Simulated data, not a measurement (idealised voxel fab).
Process module heading - voxel gate over fins
Xsec cut, 235 nm wide, square cell size 5 nm.
The cross-sections in this document take the form of a grid made of square cells. They are written out as bands, in order from top to bottom. Each band consists of one or more rows of cells. The band entry comprises the height of the band's top followed by the height of its bottom, expressed in nm, and subsequently the band's materials from left to right, each stated together with its width in nm. Where a single material is marked with the word "all across", that material fills the band from edge to edge. The word "empty" represents empty space. Height 0 is the level under which the wafer as received is all one material. The lowest band goes on downwards, as in "0 down". The two numbers in a width such as "30 to 40" mark its ends across the band: the first belongs to the top row of cells, the second to the bottom row, and from each row to the next the width moves by the same amount. No cell of the cross-section changed in a step that is given as "stayed the same". In "Closed void inventory" the enclosed voids are listed, meaning empty spaces of 8 cells or larger without any opening to the top. The form is width x height at distance, distance from the left edge, units nm. On a step's line, text after the settings is the simulator commenting on that step. overlay nm: on a step with a mask, how far right of its planned place the mask lay; negative means left.
**This section lists the process steps that were planned**
step 1: RECEIVE | material Si
step 2: CONFORMAL_DEP | material SiN | thk nm 10
step 3: DIRECTIONAL_DEP | material aC | thk nm 10
step 4: PATTERN | tone cover | mask id FINS | material resist | width nm 15 | pitch nm 50 | thk nm 25 | overlay nm 0
step 5: DIRECTIONAL_ETCH | etch materials aC | depth nm 10
step 6: STRIP | etch materials resist
step 7: DIRECTIONAL_ETCH | etch materials SiN | depth nm 10
step 8: DIRECTIONAL_ETCH | etch materials Si | depth nm 35
step 9: STRIP | etch materials aC
step 10: OXIDIZE | depth nm 5
step 11: FILL_DEP | material SiO2 | thk nm 10
step 12: CMP | height nm 10
step 13: DIRECTIONAL_DEP | material aC | thk nm 10
step 14: PATTERN | tone open | mask id RAIL | material resist | width nm 15 | thk nm 30 | overlay nm 0
step 15: DIRECTIONAL_ETCH | etch materials aC | depth nm 10
step 16: STRIP | etch materials resist
step 17: DIRECTIONAL_ETCH | etch materials SiO2 | depth nm 40
step 18: STRIP | etch materials aC
step 19: CONFORMAL_DEP | material TiN | thk nm 5
step 20: FILL_DEP | material Ru | thk nm 5
step 21: CMP | height nm 10
step 22: SELECTIVE_ETCH | etch materials W Ru TiN | depth nm 35
step 23: FILL_DEP | material SiO2 | thk nm 5
step 24: CMP | height nm 10
step 25: SELECTIVE_ETCH | etch materials SiO2 | depth nm 25
step 26: STRIP | etch materials SiN
step 27: CONFORMAL_DEP | material HfO2 | thk nm 5
step 28: CONFORMAL_DEP | material TiN | thk nm 5
step 29: CONFORMAL_DEP | material TiAl | thk nm 5
step 30: CONFORMAL_DEP | material TiN | thk nm 5
step 31: FILL_DEP | material W | thk nm 10
step 32: CMP | height nm 25
step 33: CONFORMAL_DEP | material SiN | thk nm 10
The wafers in this document start out alike and differ in the width nm applied at step 14; the plan shows the value used for the first wafer.
**This is how the first of several wafers looked in cross-section when it arrived, which is after step 1**
    0 down  Si all across
    Closed void inventory: none
**The table below has one row for each wafer; a row shows, as of the end of the module, how many cells of each material the wafer has gained, marked (+), or lost, marked (-), since it was received, and then the wafer's closed voids**
width nm 15; +71 HfO2; -344 Si; +94 SiN; +212 SiO2; +71 TiAl; +145 TiN; +80 W; Closed void inventory: none
width nm 20; +71 HfO2; -344 Si; +94 SiN; +211 SiO2; +71 TiAl; +146 TiN; +80 W; Closed void inventory: none
width nm 25; +71 HfO2; -344 Si; +94 SiN; +210 SiO2; +71 TiAl; +147 TiN; +80 W; Closed void inventory: none
width nm 30; +71 HfO2; -344 Si; +94 SiN; +209 SiO2; +71 TiAl; +148 TiN; +80 W; Closed void inventory: none
